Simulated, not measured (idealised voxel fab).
process module | voxel tone inversion
cross-section cut | 190 nm wide | cells 5 nm
A cross-section is a grid of square cells, given in bands from the top down. A band is one or more rows of cells.
Each band's line starts with the height of the band's top and of its bottom, in nm. Then come its materials from left to right, each with its width in nm. One material with "throughout" fills the band from edge to edge. "air" is empty space.
Height 0 is the level under which the wafer as received is all one material. The lowest band goes on downwards, as in "0 down".
A width such as "30 to 40" changes by the same amount from each row of cells to the next, from the band's top row to its bottom row.
"no change" after a step means that no cell of the cross-section changed.
closed voids: empty space of 8 cells or more with no open way to the top, each as width x height at its distance from the left edge, in nm
after a step's settings: what the simulator itself notes on the step
overlay nm, on a step with a mask: how far to the right of its planned place the mask lay; to the left if negative
plan
1 op RECEIVE | material Si
2 op CONFORMAL_DEP | material SiN | thk nm 10
3 op DIRECTIONAL_DEP | material polySi | thk nm 25
4 op PATTERN | tone cover | mask id POSTS | material resist | width nm 15 | pitch nm 30 | thk nm 30 | overlay nm 0
5 op DIRECTIONAL_ETCH | etch materials polySi | depth nm 25
6 op STRIP | etch materials resist
7 op FILL_DEP | material SiO2 | thk nm 10
8 op CMP | height nm 35
9 op STRIP | etch materials polySi
10 op CONFORMAL_DEP | material TiN | thk nm 5
11 op FILL_DEP | material W | thk nm 5
12 op CMP | height nm 35
13 op CONFORMAL_DEP | material SiN | thk nm 5
first wafer, as planned
as received, after step 1
  0 down: Si throughout
  closed voids: none
after step 2
  10 to 0: SiN throughout
  below 0: unchanged
after step 3
  35 to 10: polySi throughout
  below 10: unchanged
after step 4
  65 to 35: air 55 | resist 15 | air 15 | resist 15 | air 15 | resist 15 | air 60
  below 35: unchanged
after step 5
  65 to 35: air 55 | resist 15 | air 15 | resist 15 | air 15 | resist 15 | air 60
  35 to 10: air 55 | polySi 15 | air 15 | polySi 15 | air 15 | polySi 15 | air 60
  below 10: unchanged
after step 6
  35 to 10: air 55 | polySi 15 | air 15 | polySi 15 | air 15 | polySi 15 | air 60
  below 10: unchanged
after step 7
  45 to 35: SiO2 throughout
  35 to 10: SiO2 55 | polySi 15 | SiO2 15 | polySi 15 | SiO2 15 | polySi 15 | SiO2 60
  below 10: unchanged
after step 8
  35 to 10: SiO2 55 | polySi 15 | SiO2 15 | polySi 15 | SiO2 15 | polySi 15 | SiO2 60
  below 10: unchanged
after step 9
  35 to 10: SiO2 55 | air 15 | SiO2 15 | air 15 | SiO2 15 | air 15 | SiO2 60
  below 10: unchanged
after step 10
  40 to 35: TiN 60 | air 5 | TiN 25 | air 5 | TiN 25 | air 5 | TiN 65
  35 to 15: SiO2 55 | TiN 5 | air 5 | TiN 5 | SiO2 15 | TiN 5 | air 5 | TiN 5 | SiO2 15 | TiN 5 | air 5 | TiN 5 | SiO2 60
  15 to 10: SiO2 55 | TiN 15 | SiO2 15 | TiN 15 | SiO2 15 | TiN 15 | SiO2 60
  below 10: unchanged
after step 11
  45 to 40: W throughout
  40 to 35: TiN 60 | W 5 | TiN 25 | W 5 | TiN 25 | W 5 | TiN 65
  35 to 15: SiO2 55 | TiN 5 | W 5 | TiN 5 | SiO2 15 | TiN 5 | W 5 | TiN 5 | SiO2 15 | TiN 5 | W 5 | TiN 5 | SiO2 60
  below 15: unchanged
after step 12
  35 to 15: SiO2 55 | TiN 5 | W 5 | TiN 5 | SiO2 15 | TiN 5 | W 5 | TiN 5 | SiO2 15 | TiN 5 | W 5 | TiN 5 | SiO2 60
  below 15: unchanged
after step 13
  40 to 35: SiN throughout
  below 35: unchanged
second wafer: like start, like plan, one mistake. Through step 7 it matches the first wafer
when step 8 should have ended
  35 to 10: SiO2 55 | polySi 15 | SiO2 15 | polySi 15 | SiO2 15 | polySi 15 | SiO2 60
  below 10: unchanged
when step 9 should have ended
  35 to 10: SiO2 55 | air 15 | SiO2 15 | air 15 | SiO2 15 | air 15 | SiO2 60
  below 10: unchanged
when step 10 should have ended
  40 to 35: TiN 60 | air 5 | TiN 25 | air 5 | TiN 25 | air 5 | TiN 65
  35 to 15: SiO2 55 | TiN 5 | air 5 | TiN 5 | SiO2 15 | TiN 5 | air 5 | TiN 5 | SiO2 15 | TiN 5 | air 5 | TiN 5 | SiO2 60
  15 to 10: SiO2 55 | TiN 15 | SiO2 15 | TiN 15 | SiO2 15 | TiN 15 | SiO2 60
  below 10: unchanged
when step 11 should have ended
  45 to 40: W throughout
  40 to 35: TiN 60 | W 5 | TiN 25 | W 5 | TiN 25 | W 5 | TiN 65
  35 to 15: SiO2 55 | TiN 5 | W 5 | TiN 5 | SiO2 15 | TiN 5 | W 5 | TiN 5 | SiO2 15 | TiN 5 | W 5 | TiN 5 | SiO2 60
  below 15: unchanged
when step 12 should have ended
  35 to 15: SiO2 55 | TiN 5 | W 5 | TiN 5 | SiO2 15 | TiN 5 | W 5 | TiN 5 | SiO2 15 | TiN 5 | W 5 | TiN 5 | SiO2 60
  below 15: unchanged
when step 13 should have ended
  40 to 35: SiN throughout
  below 35: unchanged
what went wrong: step 8 was run twice
at the end the two cross-sections are the same: no effect in what this model computes
